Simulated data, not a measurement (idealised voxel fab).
The following process module bears the name voxel transistor to metal.
Displayed cross-section: cut, width of 195 nm, square cells sized 5 nm.
The cross-sections in this document take the form of a grid made of square cells. They are written out as bands, in order from top to bottom. Each band consists of one or more rows of cells. Each band's line starts with the height of the band's top and of its bottom, in nm. Then come its materials from left to right, each with its width in nm. One material with "throughout" fills the band from edge to edge. "air" is empty space. Where do heights start? At 0: under that level the wafer as delivered is made of one material only. And the lowest band has no floor; it just carries on downward, as in "top 0, no bottom". A width such as "30 to 40" changes by the same amount from each row of cells to the next, from the band's top row to its bottom row. Any step labelled "nothing was modified" changed none of the cells in the cross-section. If an empty space has no open way to the top and is at least 8 cells in size, "Enclosed internal cavities" lists it, written width x height at distance, where distance is measured from the left edge and every value is in nm. On a step's line, text after the settings is the simulator commenting on that step. "overlay nm" denotes, for a step that has a mask, the displacement of the mask to the right of its planned place, with negative values corresponding to the left.

HERE'S WHAT THE PLANNED PROCESS STEPS LOOK LIKE
- 1: RECEIVE | material Si
- 2: CONFORMAL_DEP | material SiO2 | thk nm 5
- 3: CONFORMAL_DEP | material SiN | thk nm 10
- 4: MASKED_ETCH | tone cover | mask id ACTIVE | width nm 115 | etch materials SiN | depth nm 10 | overlay nm 0
- 5: MASKED_ETCH | tone cover | mask id ACTIVE | width nm 115 | etch materials SiO2 | depth nm 5 | overlay nm 0
- 6: MASKED_ETCH | tone cover | mask id ACTIVE | width nm 115 | etch materials Si | depth nm 30 | overlay nm 0
- 7: FILL_DEP | material SiO2 | thk nm 5
- 8: CMP | height nm 15
- 9: SELECTIVE_ETCH | etch materials SiO2 | depth nm 5
- 10: STRIP | etch materials SiN
- 11: SELECTIVE_ETCH | etch materials SiO2 | depth nm 5
- 12: OXIDIZE | depth nm 5
- 13: DIRECTIONAL_DEP | material polySi | thk nm 20
- 14: DIRECTIONAL_DEP | material SiCN | thk nm 10
- 15: PATTERN | tone cover | mask id GATE | material resist | width nm 25 | thk nm 15 | overlay nm 0
- 16: DIRECTIONAL_ETCH | etch materials SiCN | depth nm 20
- 17: DIRECTIONAL_ETCH | etch materials polySi | depth nm 30
- 18: STRIP | etch materials resist
- 19: CONFORMAL_DEP | material SiO2 | thk nm 5
- 20: DIRECTIONAL_ETCH | etch materials SiO2 | depth nm 5
- 21: CONFORMAL_DEP | material SiN | thk nm 10
- 22: DIRECTIONAL_ETCH | etch materials SiN | depth nm 10
- 23: DIRECTIONAL_ETCH | etch materials SiO2 | depth nm 5
- 24: DIRECTIONAL_ETCH | etch materials Si | depth nm 15
- 25: EPI | material SiGe | thk nm 15
- 26: FILL_DEP | material SiO2 | thk nm 5
- 27: CMP | height nm 20
- 28: STRIP | etch materials polySi
- 29: SELECTIVE_ETCH | etch materials SiO2 | depth nm 5
- 30: CONFORMAL_DEP | material HfO2 | thk nm 5
- 31: CONFORMAL_DEP | material TiN | thk nm 5
- 32: FILL_DEP | material W | thk nm 10
- 33: CMP | height nm 5
- 34: DIRECTIONAL_DEP | material SiO2 | thk nm 15
- 35: MASKED_ETCH | tone open | mask id CONTACT | width nm 15 | pitch nm 80 | etch materials SiO2 | depth nm 20 | overlay nm 0
- 36: CONFORMAL_DEP | material TiN | thk nm 5
- 37: FILL_DEP | material W | thk nm 10
- 38: CMP | height nm 30
- 39: CONFORMAL_DEP | material SiCN | thk nm 5
- 40: DIRECTIONAL_DEP | material SiO2 | thk nm 25
- 41: MASKED_ETCH | tone open | mask id METAL_1 | width nm 15 | pitch nm 80 | etch materials SiO2 | depth nm 25 | overlay nm 0
- 42: MASKED_ETCH | tone open | mask id METAL_1 | width nm 15 | pitch nm 80 | etch materials SiCN | depth nm 5 | overlay nm 0
- 43: CONFORMAL_DEP | material TiN | thk nm 5
- 44: FILL_DEP | material Cu | thk nm 5
- 45: CMP | height nm 60
- 46: CONFORMAL_DEP | material SiCN | thk nm 5
- 47: DIRECTIONAL_DEP | material lowk | thk nm 25
- 48: MASKED_ETCH | tone open | mask id METAL_2 | width nm 15 | pitch nm 80 | etch materials lowk | depth nm 15 | overlay nm 0
- 49: DIRECTIONAL_DEP | material aC | thk nm 10
- 50: PATTERN | tone open | mask id METAL_2_HOLES | material resist | width nm 15 | pitch nm 80 | thk nm 30 | overlay nm 0
- 51: DIRECTIONAL_ETCH | etch materials aC | depth nm 10
- 52: STRIP | etch materials resist
- 53: DIRECTIONAL_ETCH | etch materials lowk | depth nm 10
- 54: DIRECTIONAL_ETCH | etch materials SiCN | depth nm 5
- 55: STRIP | etch materials aC
- 56: CONFORMAL_DEP | material TiN | thk nm 5
- 57: FILL_DEP | material Cu | thk nm 10
- 58: CMP | height nm 90
- 59: CONFORMAL_DEP | material SiN | thk nm 5
Be aware that, although all wafers share a common starting state, the height nm at step 33 differs among them, and the plan displays the first wafer's value.

AS RECEIVED, I.E. AFTER STEP 1: CROSS-SECTION THROUGH THE FIRST OF SEVERAL WAFERS
    top 0, no bottom = Si throughout
    Enclosed internal cavities: none

QUICK KEY FOR THE TABLE: A ROW PER WAFER, TAKEN AT THE END OF THE MODULE. FOR EACH MATERIAL IT TELLS YOU HOW MANY CELLS THE WAFER GAINED (+) OR LOST (-) SINCE IT CAME IN, AND THE CLOSED VOIDS COME AFTER
height nm 5, +20 Cu, +9 HfO2, -143 Si, +66 SiCN, +40 SiGe, +47 SiN, +384 SiO2, +108 TiN, +45 W, +165 lowk, Enclosed internal cavities: none
height nm 10, +20 Cu, +11 HfO2, -143 Si, +66 SiCN, +50 SiGe, +51 SiN, +402 SiO2, +110 TiN, +9 W, +165 lowk, Enclosed internal cavities: none
height nm 15, +20 Cu, +13 HfO2, -143 Si, +66 SiCN, +50 SiGe, +55 SiN, +424 SiO2, +79 TiN, +12 W, +165 lowk, Enclosed internal cavities: none
height nm 20, +20 Cu, +43 HfO2, -143 Si, +66 SiCN, +50 SiGe, +59 SiN, +397 SiO2, +73 TiN, +11 W, +165 lowk, Enclosed internal cavities: none
height nm 25, +20 Cu, +51 HfO2, -143 Si, +66 SiCN, +50 SiGe, +59 SiN, +364 SiO2, +97 TiN, +12 W, +165 lowk, Enclosed internal cavities: none
height nm 30, +20 Cu, +51 HfO2, -143 Si, +66 SiCN, +50 SiGe, +59 SiN, +331 SiO2, +103 TiN, +39 W, +165 lowk, Enclosed internal cavities: none
